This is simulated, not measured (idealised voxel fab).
You're looking at the process module voxel plated lines.
Square cells of 5 nm make up the cross-section cut, whose width is 195 nm.
Notation: cross-section as square-cell grid; stated in bands, top first, going down; one or more cell rows per band. This entry defines a band. It first specifies the height of the band's top and the height of its bottom in nm, and then specifies the band's materials from left to right, stating each material with its width in nm. The word "full width" identifies a single material that fills the band from edge to edge, while the word "air" identifies empty space. Heights are expressed relative to 0, this being the level below which the as-received wafer comprises one material exclusively. The lowest band is unbounded in the downward direction and is denoted as in "0 down". Per-row width for "30..40": begins at first number (top row of band), ends at second number (bottom row), increment between rows held constant. When a step is marked "no change", none of the cells in the cross-section changed during that step. Basically, "Cavities, closed" tells you about the enclosed voids: empty spaces with no open way to the top, 8 cells or bigger, each written width x height at distance, where distance is from the left edge, all in nm. Formally, on a step line, whatever follows the settings is a remark that the simulator itself makes on the step. Each step line may optionally specify "overlay nm", which for a step with a mask gives the rightward distance between the mask's planned place and where it lay, a negative value indicating the leftward direction.

Steps planned for the process:
1) RECEIVE (material Si)
2) CONFORMAL_DEP (material SiN; thk nm 10)
3) DIRECTIONAL_DEP (material TiN; thk nm 5)
4) PATTERN (tone open; mask id LINES; material resist; width nm 15; pitch nm 35; thk nm 35; overlay nm -15)
5) EPI (material Ru; thk nm 10)
6) EPI (material Ru; thk nm 5)
7) EPI (material Ru; thk nm 10)
8) STRIP (etch materials resist)
9) DIRECTIONAL_ETCH (etch materials TiN; depth nm 5)
10) CONFORMAL_DEP (material SiCN; thk nm 5)
Where the wafers of this document differ is in the overlay nm of step 4; they start out the same, and the plan states the value that applied to the first wafer.

First wafer of several, as received: cross-section after step 1:
* 0 down: Si full width
* Cavities, closed: none

First of several wafers, sectioned at end of module (last step: step 10):
* 45 to 40: 50 of air, then 25 of SiCN, then 10 of air, then 25 of SiCN, then 85 of air
* 40 to 15: 50 of air, then 5 of SiCN, then 15 of Ru, then 5 of SiCN, then 10 of air, then 5 of SiCN, then 15 of Ru, then 5 of SiCN, then 85 of air
* 15 to 10: 55 of SiCN, then 15 of TiN, then 20 of SiCN, then 15 of TiN, then 90 of SiCN
* 10 to 0: SiN full width
* 0 down: Si full width
* Cavities, closed: none

Final wafer cross-section at module end:
* 45 to 40: 80 of air, then 25 of SiCN, then 10 of air, then 25 of SiCN, then 55 of air
* 40 to 15: 80 of air, then 5 of SiCN, then 15 of Ru, then 5 of SiCN, then 10 of air, then 5 of SiCN, then 15 of Ru, then 5 of SiCN, then 55 of air
* 15 to 10: 85 of SiCN, then 15 of TiN, then 20 of SiCN, then 15 of TiN, then 60 of SiCN
* 10 to 0: SiN full width
* 0 down: Si full width
* Cavities, closed: none

Tabulated below, wafer by wafer, are the end-of-module results: for each material, the number of cells gained (+) or lost (-) relative to the as-received state, followed by the closed voids:
overlay nm -15 | +30 Ru | +63 SiCN | +78 SiN | +6 TiN | Cavities, closed: none
overlay nm -10 | +30 Ru | +63 SiCN | +78 SiN | +6 TiN | Cavities, closed: none
overlay nm -5 | +30 Ru | +63 SiCN | +78 SiN | +6 TiN | Cavities, closed: none
overlay nm 0 | +30 Ru | +63 SiCN | +78 SiN | +6 TiN | Cavities, closed: none
overlay nm 5 | +30 Ru | +63 SiCN | +78 SiN | +6 TiN | Cavities, closed: none
overlay nm 10 | +30 Ru | +63 SiCN | +78 SiN | +6 TiN | Cavities, closed: none
overlay nm 15 | +30 Ru | +63 SiCN | +78 SiN | +6 TiN | Cavities, closed: none
